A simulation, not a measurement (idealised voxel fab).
process module | voxel trench capacitor
cross-section cut | 245 nm wide | cells 5 nm
A cross-section is a grid of square cells, given in bands from the top down. A band is one or more rows of cells.
Each band's line starts with the height of the band's top and of its bottom, in nm. Then come its materials from left to right, each with its width in nm. One material with "throughout" fills the band from edge to edge. "air" is empty space.
Height 0 is the level under which the wafer as received is all one material. The lowest band goes on downwards, as in "0 down".
A width such as "30 to 40" changes by the same amount from each row of cells to the next, from the band's top row to its bottom row.
"no change" after a step means that no cell of the cross-section changed.
closed voids: empty space of 8 cells or more with no open way to the top, each as width x height at its distance from the left edge, in nm
after a step's settings: what the simulator itself notes on the step
overlay nm, on a step with a mask: how far to the right of its planned place the mask lay; to the left if negative
plan
1 op RECEIVE | material Si
2 op CONFORMAL_DEP | material SiN | thk nm 10
3 op MASKED_ETCH | tone open | mask id TRENCH | width nm 20 | pitch nm 40 | etch materials SiN | depth nm 10 | overlay nm 0
4 op MASKED_ETCH | tone open | mask id TRENCH | width nm 20 | pitch nm 40 | etch materials Si | depth nm 30 | overlay nm 0
5 op CONFORMAL_DEP | material SiO2 | thk nm 5
6 op FILL_DEP | material polySi | thk nm 10
7 op CMP | height nm 10
as received, after step 1
  0 down: Si throughout
  closed voids: none
a wafer at the end: this start, this plan, one mistake
  10 to 0: SiN 90 | SiO2 5 | polySi 10 | SiO2 5 | SiN 20 | SiO2 5 | polySi 10 | SiO2 5 | SiN 95
  0 to -55: Si 90 | SiO2 5 | polySi 10 | SiO2 5 | Si 20 | SiO2 5 | polySi 10 | SiO2 5 | Si 95
  -55 to -60: Si 90 | SiO2 20 | Si 20 | SiO2 20 | Si 95
  -60 down: Si throughout
  closed voids: none
what went wrong: step 4 was run twice
